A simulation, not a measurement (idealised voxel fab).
You're looking at the process module voxel capacitor over wiring.
We display cut, a cross-section 180 nm in width whose square cells are each 5 nm.
Each cross-section below is a grid of square cells, stated as bands in top-down order, with one or more rows of cells making up each band.
For a band, the entry starts with two heights in nm, that of the top and then that of the bottom, and carries on with the band's materials in order from left to right, each alongside its width in nm; the word "full width" beside a single material means it fills the band edge to edge, and "blank" means empty space.
Height is counted from the level 0, under which the received wafer is composed throughout of one material. The lowest of the bands is not closed at the bottom but continues downward, in the notation "top 0, no bottom".
Read "30->40" as a graded width: first number on top, second number at the bottom, same change between each pair of neighbouring rows.
"nothing changed" means the step left every cell of the cross-section as it was.
Empty spaces counting at least 8 cells and having no open way to the top are listed in "Trapped voids". The notation width x height at distance is used for each, the distance being from the left edge and all three values in nm.
Heads up: the bit after the settings on a step's line is the simulator's remark on that step.
The line of a step may include "overlay nm". On a step with a mask, this value is how far to the right of its planned place the mask lay. A negative value means the mask lay to the left.
HERE'S WHAT THE PLANNED PROCESS STEPS LOOK LIKE
1 RECEIVE,material Si
2 CONFORMAL_DEP,material SiO2,thk nm 15
3 CONFORMAL_DEP,material SiN,thk nm 5
4 DIRECTIONAL_DEP,material lowk,thk nm 15
5 PATTERN,tone open,mask id METAL_1,material resist,width nm 30,pitch nm 85,thk nm 20,overlay nm 0
6 DIRECTIONAL_ETCH,etch materials lowk,depth nm 15
7 DIRECTIONAL_ETCH,etch materials SiN,depth nm 5
8 STRIP,etch materials resist
9 CONFORMAL_DEP,material TiN,thk nm 5
10 FILL_DEP,material Ru,thk nm 10
11 CMP,height nm 35
12 CONFORMAL_DEP,material SiCN,thk nm 5
13 DIRECTIONAL_DEP,material lowk,thk nm 15
14 DIRECTIONAL_DEP,material aC,thk nm 10
15 PATTERN,tone open,mask id PLUG_1,material resist,width nm 15,thk nm 25,overlay nm 0
16 DIRECTIONAL_ETCH,etch materials aC,depth nm 10
17 STRIP,etch materials resist
18 DIRECTIONAL_ETCH,etch materials lowk,depth nm 15
19 DIRECTIONAL_ETCH,etch materials SiCN,depth nm 5
20 STRIP,etch materials aC
21 CONFORMAL_DEP,material TiN,thk nm 5
22 FILL_DEP,material W,thk nm 10
23 CMP,height nm 55
24 DIRECTIONAL_DEP,material TiN,thk nm 5
25 DIRECTIONAL_DEP,material Al2O3,thk nm 5
26 DIRECTIONAL_DEP,material TiN,thk nm 10
27 PATTERN,tone cover,mask id UPPER_PLATE,material resist,width nm 60,thk nm 15,overlay nm 0
28 DIRECTIONAL_ETCH,etch materials TiN,depth nm 10
29 DIRECTIONAL_ETCH,etch materials Al2O3,depth nm 5
30 STRIP,etch materials resist
31 MASKED_ETCH,tone cover,mask id LOWER_PLATE,width nm 70,etch materials TiN,depth nm 5,overlay nm 0
32 FILL_DEP,material SiO2,thk nm 20
33 CMP,height nm 90
34 MASKED_ETCH,tone open,mask id PLUG_2,width nm 15,etch materials SiO2,depth nm 15,overlay nm 0
35 CONFORMAL_DEP,material TiN,thk nm 5
36 FILL_DEP,material W,thk nm 10
37 CMP,height nm 90
38 CONFORMAL_DEP,material SiN,thk nm 5
THE FIRST OF TWO WAFERS, RUN AS PLANNED
INCOMING WAFER, CROSS-SECTIONAL VIEW, POST STEP 1
  top 0, no bottom | Si full width
  Trapped voids: none
HOW THE WAFER STANDS IN SECTION AFTER STEP 2
  top 15, bottom 0 | SiO2 full width
  Nothing below the height 0 has changed.
HOW THE WAFER STANDS IN SECTION AFTER STEP 3
  top 20, bottom 15 | SiN full width
  Nothing below the height 15 has changed.
HOW THE WAFER STANDS IN SECTION AFTER STEP 4
  top 35, bottom 20 | lowk full width
  Nothing below the height 20 has changed.
HOW THE WAFER STANDS IN SECTION AFTER STEP 5
  top 55, bottom 35 | resist (30), then blank (30), then resist (55), then blank (30), then resist (35)
  Nothing below the height 35 has changed.
HOW THE WAFER STANDS IN SECTION AFTER STEP 6
  top 55, bottom 35 | resist (30), then blank (30), then resist (55), then blank (30), then resist (35)
  top 35, bottom 20 | lowk (30), then blank (30), then lowk (55), then blank (30), then lowk (35)
  Nothing below the height 20 has changed.
HOW THE WAFER STANDS IN SECTION AFTER STEP 7
  top 55, bottom 35 | resist (30), then blank (30), then resist (55), then blank (30), then resist (35)
  top 35, bottom 20 | lowk (30), then blank (30), then lowk (55), then blank (30), then lowk (35)
  top 20, bottom 15 | SiN (30), then blank (30), then SiN (55), then blank (30), then SiN (35)
  Nothing below the height 15 has changed.
HOW THE WAFER STANDS IN SECTION AFTER STEP 8
  top 35, bottom 20 | lowk (30), then blank (30), then lowk (55), then blank (30), then lowk (35)
  Nothing below the height 20 has changed.
HOW THE WAFER STANDS IN SECTION AFTER STEP 9
  top 40, bottom 35 | TiN (35), then blank (20), then TiN (65), then blank (20), then TiN (40)
  top 35, bottom 20 | lowk (30), then TiN (5), then blank (20), then TiN (5), then lowk (55), then TiN (5), then blank (20), then TiN (5), then lowk (35)
  top 20, bottom 15 | SiN (30), then TiN (30), then SiN (55), then TiN (30), then SiN (35)
  Nothing below the height 15 has changed.
HOW THE WAFER STANDS IN SECTION AFTER STEP 10
  top 50, bottom 40 | Ru full width
  top 40, bottom 35 | TiN (35), then Ru (20), then TiN (65), then Ru (20), then TiN (40)
  top 35, bottom 20 | lowk (30), then TiN (5), then Ru (20), then TiN (5), then lowk (55), then TiN (5), then Ru (20), then TiN (5), then lowk (35)
  Nothing below the height 20 has changed.
HOW THE WAFER STANDS IN SECTION AFTER STEP 11
  top 35, bottom 20 | lowk (30), then TiN (5), then Ru (20), then TiN (5), then lowk (55), then TiN (5), then Ru (20), then TiN (5), then lowk (35)
  Nothing below the height 20 has changed.
HOW THE WAFER STANDS IN SECTION AFTER STEP 12
  top 40, bottom 35 | SiCN full width
  Nothing below the height 35 has changed.
HOW THE WAFER STANDS IN SECTION AFTER STEP 13
  top 55, bottom 40 | lowk full width
  Nothing below the height 40 has changed.
HOW THE WAFER STANDS IN SECTION AFTER STEP 14
  top 65, bottom 55 | aC full width
  Nothing below the height 55 has changed.
HOW THE WAFER STANDS IN SECTION AFTER STEP 15
  top 90, bottom 65 | resist (45), then blank (15), then resist (120)
  Nothing below the height 65 has changed.
HOW THE WAFER STANDS IN SECTION AFTER STEP 16
  top 80, bottom 65 | resist (45), then blank (15), then resist (120)
  top 65, bottom 55 | aC (45), then blank (15), then aC (120)
  Nothing below the height 55 has changed.
HOW THE WAFER STANDS IN SECTION AFTER STEP 17
  top 65, bottom 55 | aC (45), then blank (15), then aC (120)
  Nothing below the height 55 has changed.
HOW THE WAFER STANDS IN SECTION AFTER STEP 18
  top 65, bottom 55 | aC (45), then blank (15), then aC (120)
  top 55, bottom 40 | lowk (45), then blank (15), then lowk (120)
  Nothing below the height 40 has changed.
HOW THE WAFER STANDS IN SECTION AFTER STEP 19
  top 65, bottom 55 | aC (45), then blank (15), then aC (120)
  top 55, bottom 40 | lowk (45), then blank (15), then lowk (120)
  top 40, bottom 35 | SiCN (45), then blank (15), then SiCN (120)
  Nothing below the height 35 has changed.
HOW THE WAFER STANDS IN SECTION AFTER STEP 20
  top 55, bottom 40 | lowk (45), then blank (15), then lowk (120)
  Nothing below the height 40 has changed.
HOW THE WAFER STANDS IN SECTION AFTER STEP 21
  top 60, bottom 55 | TiN (50), then blank (5), then TiN (125)
  top 55, bottom 40 | lowk (45), then TiN (5), then blank (5), then TiN (5), then lowk (120)
  top 40, bottom 35 | SiCN (45), then TiN (15), then SiCN (120)
  Nothing below the height 35 has changed.
HOW THE WAFER STANDS IN SECTION AFTER STEP 22
  top 70, bottom 60 | W full width
  top 60, bottom 55 | TiN (50), then W (5), then TiN (125)
  top 55, bottom 40 | lowk (45), then TiN (5), then W (5), then TiN (5), then lowk (120)
  Nothing below the height 40 has changed.
HOW THE WAFER STANDS IN SECTION AFTER STEP 23
  top 55, bottom 40 | lowk (45), then TiN (5), then W (5), then TiN (5), then lowk (120)
  Nothing below the height 40 has changed.
HOW THE WAFER STANDS IN SECTION AFTER STEP 24
  top 60, bottom 55 | TiN full width
  Nothing below the height 55 has changed.
HOW THE WAFER STANDS IN SECTION AFTER STEP 25
  top 65, bottom 60 | Al2O3 full width
  Nothing below the height 60 has changed.
HOW THE WAFER STANDS IN SECTION AFTER STEP 26
  top 75, bottom 65 | TiN full width
  Nothing below the height 65 has changed.
HOW THE WAFER STANDS IN SECTION AFTER STEP 27
  top 90, bottom 75 | blank (45), then resist (60), then blank (75)
  Nothing below the height 75 has changed.
HOW THE WAFER STANDS IN SECTION AFTER STEP 28
  top 90, bottom 75 | blank (45), then resist (60), then blank (75)
  top 75, bottom 65 | blank (45), then TiN (60), then blank (75)
  Nothing below the height 65 has changed.
HOW THE WAFER STANDS IN SECTION AFTER STEP 29
  top 90, bottom 75 | blank (45), then resist (60), then blank (75)
  top 75, bottom 65 | blank (45), then TiN (60), then blank (75)
  top 65, bottom 60 | blank (45), then Al2O3 (60), then blank (75)
  Nothing below the height 60 has changed.
HOW THE WAFER STANDS IN SECTION AFTER STEP 30
  top 75, bottom 65 | blank (45), then TiN (60), then blank (75)
  Nothing below the height 65 has changed.
HOW THE WAFER STANDS IN SECTION AFTER STEP 31
  top 75, bottom 65 | blank (45), then TiN (60), then blank (75)
  top 65, bottom 60 | blank (45), then Al2O3 (60), then blank (75)
  top 60, bottom 55 | blank (40), then TiN (70), then blank (70)
  Nothing below the height 55 has changed.
HOW THE WAFER STANDS IN SECTION AFTER STEP 32
  top 95, bottom 75 | SiO2 full width
  top 75, bottom 65 | SiO2 (45), then TiN (60), then SiO2 (75)
  top 65, bottom 60 | SiO2 (45), then Al2O3 (60), then SiO2 (75)
  top 60, bottom 55 | SiO2 (40), then TiN (70), then SiO2 (70)
  Nothing below the height 55 has changed.
HOW THE WAFER STANDS IN SECTION AFTER STEP 33
  top 90, bottom 75 | SiO2 full width
  Nothing below the height 75 has changed.
HOW THE WAFER STANDS IN SECTION AFTER STEP 34
  top 90, bottom 75 | SiO2 (55), then blank (15), then SiO2 (110)
  Nothing below the height 75 has changed.
HOW THE WAFER STANDS IN SECTION AFTER STEP 35
  top 95, bottom 90 | TiN (60), then blank (5), then TiN (115)
  top 90, bottom 80 | SiO2 (55), then TiN (5), then blank (5), then TiN (5), then SiO2 (110)
  top 80, bottom 75 | SiO2 (55), then TiN (15), then SiO2 (110)
  Nothing below the height 75 has changed.
HOW THE WAFER STANDS IN SECTION AFTER STEP 36
  top 105, bottom 95 | W full width
  top 95, bottom 90 | TiN (60), then W (5), then TiN (115)
  top 90, bottom 80 | SiO2 (55), then TiN (5), then W (5), then TiN (5), then SiO2 (110)
  Nothing below the height 80 has changed.
HOW THE WAFER STANDS IN SECTION AFTER STEP 37
  top 90, bottom 80 | SiO2 (55), then TiN (5), then W (5), then TiN (5), then SiO2 (110)
  Nothing below the height 80 has changed.
HOW THE WAFER STANDS IN SECTION AFTER STEP 38
  top 95, bottom 90 | SiN full width
  Nothing below the height 90 has changed.
THE SECOND WAFER: IDENTICAL TO THE FIRST AT THE OUTSET AND IN ITS PLANNED SEQUENCE, DIFFERING ONLY IN THAT ONE MISTAKE WAS MADE DURING PROCESSING; UP TO AND INCLUDING STEP 31, ITS PATH IS THE FIRST WAFER'S PATH
CROSS-SECTION OF THE SECOND WAFER AT THE TIME BY WHICH STEP 32 SHOULD HAVE BEEN COMPLETED ACCORDING TO THE PLAN
  top 95, bottom 75 | W full width
  top 75, bottom 65 | W (45), then TiN (60), then W (75)
  top 65, bottom 60 | W (45), then Al2O3 (60), then W (75)
  top 60, bottom 55 | W (40), then TiN (70), then W (70)
  Nothing below the height 55 has changed.
CROSS-SECTION OF THE SECOND WAFER AT THE TIME BY WHICH STEP 33 SHOULD HAVE BEEN COMPLETED ACCORDING TO THE PLAN
  top 90, bottom 75 | W full width
  Nothing below the height 75 has changed.
Cross-section of the second wafer at the time by which step 34 should have been completed according to the plan: nothing changed
CROSS-SECTION OF THE SECOND WAFER AT THE TIME BY WHICH STEP 35 SHOULD HAVE BEEN COMPLETED ACCORDING TO THE PLAN
  top 95, bottom 90 | TiN full width
  Nothing below the height 90 has changed.
CROSS-SECTION OF THE SECOND WAFER AT THE TIME BY WHICH STEP 36 SHOULD HAVE BEEN COMPLETED ACCORDING TO THE PLAN
  top 105, bottom 95 | W full width
  Nothing below the height 95 has changed.
CROSS-SECTION OF THE SECOND WAFER AT THE TIME BY WHICH STEP 37 SHOULD HAVE BEEN COMPLETED ACCORDING TO THE PLAN
  top 90, bottom 75 | W full width
  Nothing below the height 75 has changed.
CROSS-SECTION OF THE SECOND WAFER AT THE TIME BY WHICH STEP 38 SHOULD HAVE BEEN COMPLETED ACCORDING TO THE PLAN
  top 95, bottom 90 | SiN full width
  Nothing below the height 90 has changed.
Diagnosis: step 32 changed vs plan, executed as FILL_DEP,material W,thk nm 20
Upon completion, the second wafer contains, in terms of cells, a greater or smaller amount of certain materials than the first wafer: SiO2 -193, TiN -7, W +200
